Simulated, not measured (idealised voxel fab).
process module | voxel wiring stack
cross-section cut | 285 nm wide | cells 5 nm
A cross-section is a grid of square cells, given in bands from the top down. A band is one or more rows of cells.
Each band's line starts with the height of the band's top and of its bottom, in nm. Then come its materials from left to right, each with its width in nm. One material with "throughout" fills the band from edge to edge. "air" is empty space.
Height 0 is the level under which the wafer as received is all one material. The lowest band goes on downwards, as in "0 down".
A width such as "30 to 40" changes by the same amount from each row of cells to the next, from the band's top row to its bottom row.
"no change" after a step means that no cell of the cross-section changed.
closed voids: empty space of 8 cells or more with no open way to the top, each as width x height at its distance from the left edge, in nm
after a step's settings: what the simulator itself notes on the step
overlay nm, on a step with a mask: how far to the right of its planned place the mask lay; to the left if negative
plan
1 op RECEIVE | material Si
2 op CONFORMAL_DEP | material SiO2 | thk nm 15
3 op DIRECTIONAL_DEP | material TiN | thk nm 5
4 op DIRECTIONAL_DEP | material Ru | thk nm 15
5 op MASKED_ETCH | tone cover | mask id METAL_1 | width nm 20 | pitch nm 40 | etch materials Ru | depth nm 15 | overlay nm 0
6 op MASKED_ETCH | tone cover | mask id METAL_1 | width nm 20 | pitch nm 40 | etch materials TiN | depth nm 5 | overlay nm 0
7 op CONFORMAL_DEP | material SiN | thk nm 5
8 op FILL_DEP | material SiO2 | thk nm 5
9 op CMP | height nm 35
10 op CONFORMAL_DEP | material SiCN | thk nm 5
11 op DIRECTIONAL_DEP | material SiO2 | thk nm 30
12 op MASKED_ETCH | tone open | mask id METAL_2 | width nm 20 | pitch nm 40 | etch materials SiO2 | depth nm 20 | overlay nm 0
13 op MASKED_ETCH | tone open | mask id METAL_2_HOLES | width nm 15 | pitch nm 40 | etch materials SiO2 | depth nm 10 | overlay nm 0
14 op MASKED_ETCH | tone open | mask id METAL_2_HOLES | width nm 15 | pitch nm 40 | etch materials SiCN | depth nm 5 | overlay nm 0
15 op CONFORMAL_DEP | material TiN | thk nm 5
16 op FILL_DEP | material Ru | thk nm 10
17 op CMP | height nm 70
18 op CONFORMAL_DEP | material SiCN | thk nm 5
as received, after step 1
  0 down: Si throughout
  closed voids: none
a wafer at the end: this start, this plan, one mistake
  75 to 70: SiCN throughout
  70 to 60: SiO2 70 | TiN 5 | Ru 10 | TiN 5 | SiO2 20 | TiN 5 | Ru 10 | TiN 5 | SiO2 20 | TiN 5 | Ru 10 | TiN 5 | SiO2 20 | TiN 5 | Ru 10 | TiN 5 | SiO2 75
  60 to 55: SiO2 70 | TiN 5 | Ru 5 | TiN 10 | SiO2 20 | TiN 5 | Ru 5 | TiN 10 | SiO2 20 | TiN 5 | Ru 5 | TiN 10 | SiO2 20 | TiN 5 | Ru 5 | TiN 10 | SiO2 75
  55 to 45: SiO2 70 | TiN 5 | Ru 5 | TiN 5 | SiO2 25 | TiN 5 | Ru 5 | TiN 5 | SiO2 25 | TiN 5 | Ru 5 | TiN 5 | SiO2 25 | TiN 5 | Ru 5 | TiN 5 | SiO2 80
  45 to 40: SiCN 70 | TiN 15 | SiCN 25 | TiN 15 | SiCN 25 | TiN 15 | SiCN 25 | TiN 15 | SiCN 80
  40 to 35: SiO2 65 | SiN 30 | SiO2 10 | SiN 30 | SiO2 10 | SiN 30 | SiO2 10 | SiN 30 | SiO2 70
  35 to 20: SiO2 65 | SiN 5 | Ru 20 | SiN 5 | SiO2 10 | SiN 5 | Ru 20 | SiN 5 | SiO2 10 | SiN 5 | Ru 20 | SiN 5 | SiO2 10 | SiN 5 | Ru 20 | SiN 5 | SiO2 70
  20 to 15: SiN 70 | TiN 20 | SiN 20 | TiN 20 | SiN 20 | TiN 20 | SiN 20 | TiN 20 | SiN 75
  15 to 0: SiO2 throughout
  0 down: Si throughout
  closed voids: none
what went wrong: step 9 ran as: op CMP | height nm 40
